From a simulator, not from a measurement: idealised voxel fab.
The document below concerns the process module designated voxel self aligned vias.
Square cell edge 5 nm, section width 240 nm, ID cut.
Each cross-section below is a grid of square cells, stated as bands in top-down order, with one or more rows of cells making up each band.
Top height, bottom height, nm. Materials left to right, width each, nm. Single material + "full width" = fills band edge to edge. "air" = empty.
Zero point of the height axis is 0; under it, received wafer = one material. Lowest band: continues down indefinitely, "0 down".
It should be noted that a width expressed as "30->40" varies in equal increments from row to row of cells within the band, taking the value of the first number at the top row and that of the second number at the bottom row.
It should be understood that the words "everything unchanged", when stated for a given step, signify that the cross-section underwent no change in any of its cells during that step.
"Closed voids list" lists enclosed empty spaces (at least 8 cells, no open path upward to the top), each as width x height at distance from the left edge, in nm.
Step line, after settings: the simulator's comment on this step.
Among the settings permitted on a step's line is "overlay nm"; applied to a step with a mask, it specifies the extent to which the mask lay to the right of its planned position, whereas a negative figure signifies a position to the left.

The planned process steps are enumerated hereunder:
- 1: op RECEIVE | material Si
- 2: op CONFORMAL_DEP | material SiO2 | thk nm 10
- 3: op CONFORMAL_DEP | material SiCN | thk nm 5
- 4: op DIRECTIONAL_DEP | material SiO2 | thk nm 25
- 5: op PATTERN | tone open | mask id LINES | material resist | width nm 20 | pitch nm 65 | thk nm 15 | overlay nm 0
- 6: op DIRECTIONAL_ETCH | etch materials SiO2 | depth nm 25
- 7: op STRIP | etch materials resist
- 8: op CONFORMAL_DEP | material TiN | thk nm 5
- 9: op FILL_DEP | material W | thk nm 10
- 10: op CMP | height nm 40
- 11: op SELECTIVE_ETCH | etch materials W Ru TiN | depth nm 10
- 12: op FILL_DEP | material SiN | thk nm 5
- 13: op CMP | height nm 40
- 14: op DIRECTIONAL_DEP | material SiO2 | thk nm 15
- 15: op DIRECTIONAL_DEP | material aC | thk nm 10
- 16: op PATTERN | tone open | mask id VIAS | material resist | width nm 40 | pitch nm 65 | thk nm 30 | overlay nm 0
- 17: op DIRECTIONAL_ETCH | etch materials aC | depth nm 10
- 18: op STRIP | etch materials resist
- 19: op DIRECTIONAL_ETCH | etch materials SiO2 | depth nm 15
- 20: op DIRECTIONAL_ETCH | etch materials SiN | depth nm 10
- 21: op STRIP | etch materials aC
- 22: op CONFORMAL_DEP | material TiN | thk nm 5
- 23: op FILL_DEP | material Ru | thk nm 5
- 24: op CMP | height nm 55
- 25: op CONFORMAL_DEP | material SiN | thk nm 5

The first of the two wafers, which ran as planned:

As received (post step 1): cross-section:
    0 down = Si full width
    Closed voids list: none

Take a look at the wafer's cross-section after step 2:
    10 to 0 = SiO2 full width
    Beneath the level 0, the cross-section is identical to its previous state.

Take a look at the wafer's cross-section after step 3:
    15 to 10 = SiCN full width
    Beneath the level 10, the cross-section is identical to its previous state.

Take a look at the wafer's cross-section after step 4:
    40 to 15 = SiO2 full width
    Beneath the level 15, the cross-section is identical to its previous state.

Take a look at the wafer's cross-section after step 5:
    55 to 40 = resist 75, air 20, resist 45, air 20, resist 80
    Beneath the level 40, the cross-section is identical to its previous state.

Take a look at the wafer's cross-section after step 6:
    55 to 40 = resist 75, air 20, resist 45, air 20, resist 80
    40 to 15 = SiO2 75, air 20, SiO2 45, air 20, SiO2 80
    Beneath the level 15, the cross-section is identical to its previous state.

Take a look at the wafer's cross-section after step 7:
    40 to 15 = SiO2 75, air 20, SiO2 45, air 20, SiO2 80
    Beneath the level 15, the cross-section is identical to its previous state.

Take a look at the wafer's cross-section after step 8:
    45 to 40 = TiN 80, air 10, TiN 55, air 10, TiN 85
    40 to 20 = SiO2 75, TiN 5, air 10, TiN 5, SiO2 45, TiN 5, air 10, TiN 5, SiO2 80
    20 to 15 = SiO2 75, TiN 20, SiO2 45, TiN 20, SiO2 80
    Beneath the level 15, the cross-section is identical to its previous state.

Take a look at the wafer's cross-section after step 9:
    55 to 45 = W full width
    45 to 40 = TiN 80, W 10, TiN 55, W 10, TiN 85
    40 to 20 = SiO2 75, TiN 5, W 10, TiN 5, SiO2 45, TiN 5, W 10, TiN 5, SiO2 80
    Beneath the level 20, the cross-section is identical to its previous state.

Take a look at the wafer's cross-section after step 10:
    40 to 20 = SiO2 75, TiN 5, W 10, TiN 5, SiO2 45, TiN 5, W 10, TiN 5, SiO2 80
    Beneath the level 20, the cross-section is identical to its previous state.

Take a look at the wafer's cross-section after step 11:
    40 to 30 = SiO2 75, air 20, SiO2 45, air 20, SiO2 80
    Beneath the level 30, the cross-section is identical to its previous state.

Take a look at the wafer's cross-section after step 12:
    45 to 40 = SiN full width
    40 to 30 = SiO2 75, SiN 20, SiO2 45, SiN 20, SiO2 80
    Beneath the level 30, the cross-section is identical to its previous state.

Take a look at the wafer's cross-section after step 13:
    40 to 30 = SiO2 75, SiN 20, SiO2 45, SiN 20, SiO2 80
    Beneath the level 30, the cross-section is identical to its previous state.

Take a look at the wafer's cross-section after step 14:
    55 to 40 = SiO2 full width
    Beneath the level 40, the cross-section is identical to its previous state.

Take a look at the wafer's cross-section after step 15:
    65 to 55 = aC full width
    Beneath the level 55, the cross-section is identical to its previous state.

Take a look at the wafer's cross-section after step 16:
    95 to 65 = resist 65, air 40, resist 25, air 40, resist 70
    Beneath the level 65, the cross-section is identical to its previous state.

Take a look at the wafer's cross-section after step 17:
    85 to 65 = resist 65, air 40, resist 25, air 40, resist 70
    65 to 55 = aC 65, air 40, aC 25, air 40, aC 70
    Beneath the level 55, the cross-section is identical to its previous state.

Take a look at the wafer's cross-section after step 18:
    65 to 55 = aC 65, air 40, aC 25, air 40, aC 70
    Beneath the level 55, the cross-section is identical to its previous state.

Take a look at the wafer's cross-section after step 19:
    65 to 55 = aC 65, air 40, aC 25, air 40, aC 70
    55 to 40 = SiO2 65, air 40, SiO2 25, air 40, SiO2 70
    Beneath the level 40, the cross-section is identical to its previous state.

Take a look at the wafer's cross-section after step 20:
    65 to 55 = aC 65, air 40, aC 25, air 40, aC 70
    55 to 40 = SiO2 65, air 40, SiO2 25, air 40, SiO2 70
    40 to 30 = SiO2 75, air 20, SiO2 45, air 20, SiO2 80
    Beneath the level 30, the cross-section is identical to its previous state.

Take a look at the wafer's cross-section after step 21:
    55 to 40 = SiO2 65, air 40, SiO2 25, air 40, SiO2 70
    Beneath the level 40, the cross-section is identical to its previous state.

Take a look at the wafer's cross-section after step 22:
    60 to 55 = TiN 70, air 30, TiN 35, air 30, TiN 75
    55 to 45 = SiO2 65, TiN 5, air 30, TiN 5, SiO2 25, TiN 5, air 30, TiN 5, SiO2 70
    45 to 35 = SiO2 65->75, TiN 15->5, air 10, TiN 15->5, SiO2 25->45, TiN 15->5, air 10, TiN 15->5, SiO2 70->80
    35 to 30 = SiO2 75, TiN 20, SiO2 45, TiN 20, SiO2 80
    Beneath the level 30, the cross-section is identical to its previous state.

Take a look at the wafer's cross-section after step 23:
    65 to 60 = Ru full width
    60 to 55 = TiN 70, Ru 30, TiN 35, Ru 30, TiN 75
    55 to 45 = SiO2 65, TiN 5, Ru 30, TiN 5, SiO2 25, TiN 5, Ru 30, TiN 5, SiO2 70
    45 to 35 = SiO2 65->75, TiN 15->5, Ru 10, TiN 15->5, SiO2 25->45, TiN 15->5, Ru 10, TiN 15->5, SiO2 70->80
    Beneath the level 35, the cross-section is identical to its previous state.

Take a look at the wafer's cross-section after step 24:
    55 to 45 = SiO2 65, TiN 5, Ru 30, TiN 5, SiO2 25, TiN 5, Ru 30, TiN 5, SiO2 70
    Beneath the level 45, the cross-section is identical to its previous state.

Take a look at the wafer's cross-section after step 25:
    60 to 55 = SiN full width
    Beneath the level 55, the cross-section is identical to its previous state.

The second wafer began exactly as the first did and followed the same plan, but one mistake was made while running it; through step 15 inclusive, the two wafers are identical:

Second wafer, cross-section, planned end of step 16:
    95 to 65 = air 65, resist 40, air 25, resist 40, air 70
    Beneath the level 65, the cross-section is identical to its previous state.

Second wafer, cross-section, planned end of step 17:
    85 to 65 = air 65, resist 40, air 25, resist 40, air 70
    65 to 55 = air 65, aC 40, air 25, aC 40, air 70
    Beneath the level 55, the cross-section is identical to its previous state.

Second wafer, cross-section, planned end of step 18:
    65 to 55 = air 65, aC 40, air 25, aC 40, air 70
    Beneath the level 55, the cross-section is identical to its previous state.

Second wafer, cross-section, planned end of step 19:
    65 to 55 = air 65, aC 40, air 25, aC 40, air 70
    55 to 40 = air 65, SiO2 40, air 25, SiO2 40, air 70
    Beneath the level 40, the cross-section is identical to its previous state.

Second wafer, cross-section, planned end of step 20: everything unchanged

Second wafer, cross-section, planned end of step 21:
    55 to 40 = air 65, SiO2 40, air 25, SiO2 40, air 70
    Beneath the level 40, the cross-section is identical to its previous state.

Second wafer, cross-section, planned end of step 22:
    60 to 55 = air 60, TiN 50, air 15, TiN 50, air 65
    55 to 45 = air 60, TiN 5, SiO2 40, TiN 5, air 15, TiN 5, SiO2 40, TiN 5, air 65
    45 to 40 = TiN 65, SiO2 40, TiN 25, SiO2 40, TiN 70
    Beneath the level 40, the cross-section is identical to its previous state.

Second wafer, cross-section, planned end of step 23:
    65 to 60 = Ru full width
    60 to 55 = Ru 60, TiN 50, Ru 15, TiN 50, Ru 65
    55 to 45 = Ru 60, TiN 5, SiO2 40, TiN 5, Ru 15, TiN 5, SiO2 40, TiN 5, Ru 65
    Beneath the level 45, the cross-section is identical to its previous state.

Second wafer, cross-section, planned end of step 24:
    55 to 45 = Ru 60, TiN 5, SiO2 40, TiN 5, Ru 15, TiN 5, SiO2 40, TiN 5, Ru 65
    Beneath the level 45, the cross-section is identical to its previous state.

Second wafer, cross-section, planned end of step 25:
    60 to 55 = SiN full width
    Beneath the level 55, the cross-section is identical to its previous state.
Finding, execution versus plan: step 16 was not run as planned; what actually ran was op PATTERN | tone cover | mask id VIAS | material resist | width nm 40 | pitch nm 65 | thk nm 30 | overlay nm 0
Looking at both finished wafers in cells, the second ends up ahead of or behind the first on some materials: +24 Ru; +16 SiN; -48 SiO2; +8 TiN
